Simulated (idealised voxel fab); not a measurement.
The following process module bears the name voxel fin reveal.
Cross-sectional view cut (width: 270 nm; square cell size: 5 nm).
Cross-section, as written here: a square-cell grid given band by band from the top down, where a band holds one or more rows of cells. Quick guide to a band line: top height, bottom height (nm) up front; then every material left to right with its width in nm. Only one material and it's marked "all across"? Then it fills the band edge to edge. And "air" just means empty space. Ref level 0: as-received wafer is one material below here. Bottom band extends down with no lower bound ("from 0 down"). It should be noted that a width expressed as "30->40" varies in equal increments from row to row of cells within the band, taking the value of the first number at the top row and that of the second number at the bottom row. "no change" means the step left every cell of the cross-section as it was. This entry, "Enclosed voids", enumerates those empty regions of no fewer than 8 cells that possess no open connection to the top. Each region is reported in the form width x height at distance, the distance being taken from the left edge, with all three quantities expressed in nm. On each step's line, the part that comes after the settings is the simulator's own comment on the step. You can add "overlay nm" to a step's line. For a step with a mask, it describes how far the mask lay to the right of its planned position, and a negative number describes a lay to the left.
Planned step list for the process:
- 1: RECEIVE | material Si
- 2: CONFORMAL_DEP | material SiN | thk nm 10
- 3: DIRECTIONAL_DEP | material aC | thk nm 15
- 4: PATTERN | tone cover | mask id FINS | material resist | width nm 15 | pitch nm 35 | thk nm 35 | overlay nm 0
- 5: DIRECTIONAL_ETCH | etch materials aC | depth nm 15
- 6: STRIP | etch materials resist
- 7: DIRECTIONAL_ETCH | etch materials SiN | depth nm 10
- 8: DIRECTIONAL_ETCH | etch materials Si | depth nm 40
- 9: STRIP | etch materials aC
- 10: FILL_DEP | material SiO2 | thk nm 10
- 11: CMP | height nm 10
- 12: SELECTIVE_ETCH | etch materials SiO2 | depth nm 20
- 13: STRIP | etch materials SiN
Account of the first of two wafers, which was processed as intended:
Cross-section of the wafer as it came to us, i.e., already through step 1:
> from 0 down = Si all across
> Enclosed voids: none
Take a look at the wafer's cross-section after step 2:
> from 10 to 0 = SiN all across
> Note: structure below 0 unchanged.
Take a look at the wafer's cross-section after step 3:
> from 25 to 10 = aC all across
> Note: structure below 10 unchanged.
Take a look at the wafer's cross-section after step 4:
> from 60 to 25 = air (110) | resist (15) | air (20) | resist (15) | air (110)
> Note: structure below 25 unchanged.
Take a look at the wafer's cross-section after step 5:
> from 45 to 25 = air (110) | resist (15) | air (20) | resist (15) | air (110)
> from 25 to 10 = air (110) | aC (15) | air (20) | aC (15) | air (110)
> Note: structure below 10 unchanged.
Take a look at the wafer's cross-section after step 6:
> from 25 to 10 = air (110) | aC (15) | air (20) | aC (15) | air (110)
> Note: structure below 10 unchanged.
Take a look at the wafer's cross-section after step 7:
> from 25 to 10 = air (110) | aC (15) | air (20) | aC (15) | air (110)
> from 10 to 0 = air (110) | SiN (15) | air (20) | SiN (15) | air (110)
> Note: structure below 0 unchanged.
Take a look at the wafer's cross-section after step 8:
> from 25 to 10 = air (110) | aC (15) | air (20) | aC (15) | air (110)
> from 10 to 0 = air (110) | SiN (15) | air (20) | SiN (15) | air (110)
> from 0 to -40 = air (110) | Si (15) | air (20) | Si (15) | air (110)
> Note: structure below -40 unchanged.
Take a look at the wafer's cross-section after step 9:
> from 10 to 0 = air (110) | SiN (15) | air (20) | SiN (15) | air (110)
> Note: structure below 0 unchanged.
Take a look at the wafer's cross-section after step 10:
> from 20 to 10 = SiO2 all across
> from 10 to 0 = SiO2 (110) | SiN (15) | SiO2 (20) | SiN (15) | SiO2 (110)
> from 0 to -40 = SiO2 (110) | Si (15) | SiO2 (20) | Si (15) | SiO2 (110)
> Note: structure below -40 unchanged.
Take a look at the wafer's cross-section after step 11:
> from 10 to 0 = SiO2 (110) | SiN (15) | SiO2 (20) | SiN (15) | SiO2 (110)
> Note: structure below 0 unchanged.
Take a look at the wafer's cross-section after step 12:
> from 10 to 0 = air (110) | SiN (15) | air (20) | SiN (15) | air (110)
> from 0 to -10 = air (110) | Si (15) | air (20) | Si (15) | air (110)
> Note: structure below -10 unchanged.
Take a look at the wafer's cross-section after step 13:
> from 0 to -10 = air (110) | Si (15) | air (20) | Si (15) | air (110)
> Note: structure below -10 unchanged.
Here the second wafer is described. Its start and its plan were those of the first wafer. Its run contained one mistake. Up to and including step 11, it did exactly what the first wafer did:
Second wafer cross-section, taken as of the time the plan sets for step 12 to be done:
> from 10 to 0 = SiO2 (110) | air (15) | SiO2 (20) | air (15) | SiO2 (110)
> Note: structure below 0 unchanged.
Second wafer cross-section, taken as of the time the plan sets for step 13 to be done:
> from 0 to -10 = air (110) | Si (15) | air (20) | Si (15) | air (110)
> from -10 to -20 = SiO2 (90) | air (20) | Si (15) | air (20) | Si (15) | air (20) | SiO2 (90)
> Note: structure below -20 unchanged.
The mistake made against the process plan was this: step 12 ran in the slot meant for step 13, and vice versa
Final cells, second wafer relative to first, materials higher or lower: SiO2: 24 fewer
